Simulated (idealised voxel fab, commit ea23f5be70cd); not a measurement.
Herein follows the process module entitled voxel wiring stack.
190 nm wide, 5 nm square cells: that's cross-section cut.
Throughout this document, each cross-section is represented as a grid of square cells and is presented as a sequence of bands enumerated from the top downward, where a band comprises one or more rows of cells. Top, bottom (nm), then materials left to right with widths (nm); lone material tagged "full width" fills the whole band edge to edge; "air" = empty space. It should be noted that heights are counted from 0, beneath which the wafer as supplied is of one material throughout, and that the lowest band possesses no lower boundary but continues downward, as written in "0 nm and below". Note: "30->40" means the width goes from the first number (top row of the band) to the second number (bottom row) in equal steps per row of cells. Reading "stayed the same" for a step: not a cell of the cross-section changed in it. "Enclosed internal voids": empty spaces of 8 cells or more with no open way to the top, each given as width x height at distance, distance from the left edge, all in nm. Where a step's line continues beyond its settings, the continuation is a remark by the simulator itself on that step. The "overlay nm" setting may appear on a step's line; for a step that uses a mask, it gives how far to the right of its planned position the mask lay, and a negative value indicates the left.
The process steps that were planned are listed below
1) RECEIVE: material Si
2) CONFORMAL_DEP: material SiO2, thk nm 15
3) CONFORMAL_DEP: material SiN, thk nm 5
4) DIRECTIONAL_DEP: material lowk, thk nm 20
5) PATTERN: tone open, mask id METAL_1, material resist, width nm 25, pitch nm 45, thk nm 15, overlay nm 0
6) DIRECTIONAL_ETCH: etch materials lowk, depth nm 20
7) DIRECTIONAL_ETCH: etch materials SiN, depth nm 5
8) STRIP: etch materials resist
9) CONFORMAL_DEP: material TiN, thk nm 5
10) FILL_DEP: material Cu, thk nm 10
11) CMP: height nm 40
12) CONFORMAL_DEP: material SiCN, thk nm 5
13) DIRECTIONAL_DEP: material lowk, thk nm 10
14) PATTERN: tone open, mask id PLUG_1, material resist, width nm 15, pitch nm 90, thk nm 20, overlay nm 0
15) DIRECTIONAL_ETCH: etch materials lowk, depth nm 10
16) DIRECTIONAL_ETCH: etch materials SiCN, depth nm 5
17) STRIP: etch materials resist
18) CONFORMAL_DEP: material TiN, thk nm 5
19) FILL_DEP: material W, thk nm 5
20) CMP: height nm 55
21) CONFORMAL_DEP: material SiN, thk nm 5
22) DIRECTIONAL_DEP: material lowk, thk nm 20
23) MASKED_ETCH: tone open, mask id METAL_2, width nm 25, pitch nm 45, etch materials lowk, depth nm 20, overlay nm 0
24) MASKED_ETCH: tone open, mask id METAL_2, width nm 25, pitch nm 45, etch materials SiN, depth nm 5, overlay nm 0
25) CONFORMAL_DEP: material TiN, thk nm 5
26) FILL_DEP: material Cu, thk nm 10
27) CMP: height nm 80
28) EPI: material Ru, thk nm 5
29) FILL_DEP: material SiCN, thk nm 5
The cross-section here shows the wafer as received, i.e. in its state after step 1
	0 nm and below | Si full width
	Enclosed internal voids: none
The first of two wafers, cross-sectioned at the end of the module, with the run proceeding as planned
	90 nm to 85 nm | SiCN full width
	85 nm to 80 nm | 10 SiCN / 35 Ru / 10 SiCN / 35 Ru / 10 SiCN / 35 Ru / 10 SiCN / 35 Ru / 10 SiCN
	80 nm to 60 nm | 15 lowk / 5 TiN / 15 Cu / 5 TiN / 20 lowk / 5 TiN / 15 Cu / 5 TiN / 20 lowk / 5 TiN / 15 Cu / 5 TiN / 20 lowk / 5 TiN / 15 Cu / 5 TiN / 15 lowk
	60 nm to 55 nm | 15 SiN / 25 TiN / 20 SiN / 25 TiN / 20 SiN / 25 TiN / 20 SiN / 25 TiN / 15 SiN
	55 nm to 45 nm | 15 lowk / 5 TiN / 5 W / 5 TiN / 75 lowk / 5 TiN / 5 W / 5 TiN / 70 lowk
	45 nm to 40 nm | 15 SiCN / 15 TiN / 75 SiCN / 15 TiN / 70 SiCN
	40 nm to 20 nm | 15 lowk / 5 TiN / 15 Cu / 5 TiN / 20 lowk / 5 TiN / 15 Cu / 5 TiN / 20 lowk / 5 TiN / 15 Cu / 5 TiN / 20 lowk / 5 TiN / 15 Cu / 5 TiN / 15 lowk
	20 nm to 15 nm | 15 SiN / 25 TiN / 20 SiN / 25 TiN / 20 SiN / 25 TiN / 20 SiN / 25 TiN / 15 SiN
	15 nm to 0 nm | SiO2 full width
	0 nm and below | Si full width
	Enclosed internal voids: none
End of module, second wafer, cross-section. Started like the first, planned like the first, run with one mistake
	90 nm to 85 nm | SiCN full width
	85 nm to 80 nm | 10 SiCN / 35 Ru / 10 SiCN / 35 Ru / 10 SiCN / 35 Ru / 10 SiCN / 35 Ru / 10 SiCN
	80 nm to 65 nm | 15 lowk / 5 TiN / 15 Cu / 5 TiN / 20 lowk / 5 TiN / 15 Cu / 5 TiN / 20 lowk / 5 TiN / 15 Cu / 5 TiN / 20 lowk / 5 TiN / 15 Cu / 5 TiN / 15 lowk
	65 nm to 60 nm | 15 lowk / 10 TiN / 5 Cu / 10 TiN / 20 lowk / 10 TiN / 5 Cu / 10 TiN / 20 lowk / 10 TiN / 5 Cu / 10 TiN / 20 lowk / 10 TiN / 5 Cu / 10 TiN / 15 lowk
	60 nm to 55 nm | 20 SiN / 15 TiN / 30 SiN / 15 TiN / 30 SiN / 15 TiN / 30 SiN / 15 TiN / 20 SiN
	55 nm to 45 nm | 15 lowk / 5 TiN / 5 W / 5 TiN / 75 lowk / 5 TiN / 5 W / 5 TiN / 70 lowk
	45 nm to 40 nm | 15 SiCN / 15 TiN / 75 SiCN / 15 TiN / 70 SiCN
	40 nm to 20 nm | 15 lowk / 5 TiN / 15 Cu / 5 TiN / 20 lowk / 5 TiN / 15 Cu / 5 TiN / 20 lowk / 5 TiN / 15 Cu / 5 TiN / 20 lowk / 5 TiN / 15 Cu / 5 TiN / 15 lowk
	20 nm to 15 nm | 15 SiN / 25 TiN / 20 SiN / 25 TiN / 20 SiN / 25 TiN / 20 SiN / 25 TiN / 15 SiN
	15 nm to 0 nm | SiO2 full width
	0 nm and below | Si full width
	Enclosed internal voids: none
Where did the run depart from the plan? heads up, step 24 didn't go per plan, it actually ran as MASKED_ETCH: tone open, mask id METAL_2, width nm 15, pitch nm 45, etch materials SiN, depth nm 5, overlay nm 0
At the finish, the second wafer shows more or fewer cells for some materials than the first does: Cu: 8 fewer, SiN: 8 more
